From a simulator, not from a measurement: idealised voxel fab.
voxel wiring stack: a process module
For reference, the cross-section in this document is cut, with width 205 nm and square cells of 5 nm.
How to read a cross-section here: the picture is a grid of square cells, written as bands going from the top down, and any band can span one or more rows of cells. Look at the band entry: it leads with the top's height and the bottom's height in nm. Then it lists the materials left to right, with a width in nm for each. The word "all across" on a single material says that material fills the band edge to edge. The word "blank" is empty space. Measure heights from 0. That's the level where, below it, the as-received wafer is all one material. The lowest band is bottomless and extends downward; write it as in "0 down". The width entry "30->40" should be interpreted row by row: the top row of cells in the band takes the first number, the bottom row takes the second number, and the change between adjacent rows is uniform throughout. "no change" (step): cross-section cells unchanged, all of them. Each empty space that has no open way to the top and spans at least 8 cells appears under "Closed void entries" as width x height at distance, the distance counted from the left edge, all in nm. Anything after a step's settings on that line? It's the simulator's own note about the step. For masked steps, "overlay nm" on the step line gives how far right of plan the mask actually lay; a minus sign means it lay to the left.

[Steps planned for the process]
1: RECEIVE (material Si)
2: CONFORMAL_DEP (material SiO2; thk nm 15)
3: CONFORMAL_DEP (material SiCN; thk nm 5)
4: DIRECTIONAL_DEP (material SiO2; thk nm 25)
5: PATTERN (tone open; mask id METAL_1; material resist; width nm 30; pitch nm 45; thk nm 15; overlay nm 0)
6: DIRECTIONAL_ETCH (etch materials SiO2; depth nm 15)
7: DIRECTIONAL_ETCH (etch materials SiCN; depth nm 5)
8: STRIP (etch materials resist)
9: CONFORMAL_DEP (material TiN; thk nm 5)
10: FILL_DEP (material Ru; thk nm 10)
11: CMP (height nm 45)
12: CONFORMAL_DEP (material SiCN; thk nm 5)
13: DIRECTIONAL_DEP (material lowk; thk nm 15)
14: DIRECTIONAL_DEP (material aC; thk nm 10)
15: PATTERN (tone open; mask id PLUG_1; material resist; width nm 15; pitch nm 45; thk nm 25; overlay nm 0)
16: DIRECTIONAL_ETCH (etch materials aC; depth nm 10)
17: STRIP (etch materials resist)
18: DIRECTIONAL_ETCH (etch materials lowk; depth nm 15)
19: DIRECTIONAL_ETCH (etch materials SiCN; depth nm 5)
20: STRIP (etch materials aC)
21: EPI (material Ru; thk nm 10)
22: EPI (material Ru; thk nm 10)
23: DIRECTIONAL_DEP (material TiN; thk nm 5)
24: DIRECTIONAL_DEP (material W; thk nm 15)
25: DIRECTIONAL_DEP (material aC; thk nm 15)
26: PATTERN (tone cover; mask id METAL_2; material resist; width nm 30; pitch nm 45; thk nm 30; overlay nm 0)
27: DIRECTIONAL_ETCH (etch materials aC; depth nm 15)
28: STRIP (etch materials resist)
29: DIRECTIONAL_ETCH (etch materials W; depth nm 15)
30: DIRECTIONAL_ETCH (etch materials TiN; depth nm 5)
31: STRIP (etch materials aC)
32: FILL_DEP (material SiO2; thk nm 5)
33: CMP (height nm 85)
34: CONFORMAL_DEP (material SiCN; thk nm 5)
35: DIRECTIONAL_DEP (material lowk; thk nm 30)
36: PATTERN (tone open; mask id METAL_3; material resist; width nm 30; pitch nm 45; thk nm 15; overlay nm 0)
37: DIRECTIONAL_ETCH (etch materials lowk; depth nm 15)
38: STRIP (etch materials resist)
39: MASKED_ETCH (tone open; mask id METAL_3_HOLES; width nm 15; etch materials lowk; depth nm 15; overlay nm 0)
40: MASKED_ETCH (tone open; mask id METAL_3_HOLES; width nm 15; etch materials SiCN; depth nm 5; overlay nm 0)
41: CONFORMAL_DEP (material TiN; thk nm 5)
42: FILL_DEP (material Cu; thk nm 10)
43: CMP (height nm 120)
44: CONFORMAL_DEP (material SiCN; thk nm 5)
45: DIRECTIONAL_DEP (material lowk; thk nm 30)
46: DIRECTIONAL_DEP (material aC; thk nm 10)
47: PATTERN (tone open; mask id METAL_4; material resist; width nm 30; pitch nm 45; thk nm 30; overlay nm 0)
48: DIRECTIONAL_ETCH (etch materials aC; depth nm 10)
49: STRIP (etch materials resist)
50: DIRECTIONAL_ETCH (etch materials lowk; depth nm 15)
51: STRIP (etch materials aC)
52: DIRECTIONAL_DEP (material aC; thk nm 10)
53: PATTERN (tone open; mask id METAL_4_HOLES; material resist; width nm 15; thk nm 30; overlay nm 0)
54: DIRECTIONAL_ETCH (etch materials aC; depth nm 10)
55: STRIP (etch materials resist)
56: DIRECTIONAL_ETCH (etch materials lowk; depth nm 15)
57: DIRECTIONAL_ETCH (etch materials SiCN; depth nm 5)
58: STRIP (etch materials aC)
59: CONFORMAL_DEP (material TiN; thk nm 5)
60: FILL_DEP (material Cu; thk nm 10)
61: CMP (height nm 155)
62: CONFORMAL_DEP (material SiCN; thk nm 5)
The plan shows the depth nm of step 6 as the first wafer had it; this setting differs between the wafers, which start out alike.

[Cross-section of the first of several wafers as received (after step 1)]
- 0 down | Si all across
- Closed void entries: none

[Tabulated below, wafer by wafer, are the end-of-module results: for each material, the number of cells gained (+) or lost (-) relative to the as-received state, followed by the closed voids]
depth nm 15; +40 Cu; +40 Ru; +193 SiCN; +408 SiO2; +88 TiN; +36 W; +507 lowk; Closed void entries: none
depth nm 20; +40 Cu; +48 Ru; +193 SiCN; +396 SiO2; +92 TiN; +36 W; +507 lowk; Closed void entries: none
depth nm 25; +40 Cu; +64 Ru; +181 SiCN; +384 SiO2; +100 TiN; +36 W; +507 lowk; Closed void entries: none
depth nm 30; +40 Cu; +64 Ru; +181 SiCN; +384 SiO2; +100 TiN; +36 W; +507 lowk; Closed void entries: none
depth nm 35; +40 Cu; +64 Ru; +181 SiCN; +384 SiO2; +100 TiN; +36 W; +507 lowk; Closed void entries: none
depth nm 40; +40 Cu; +64 Ru; +181 SiCN; +384 SiO2; +100 TiN; +36 W; +507 lowk; Closed void entries: none
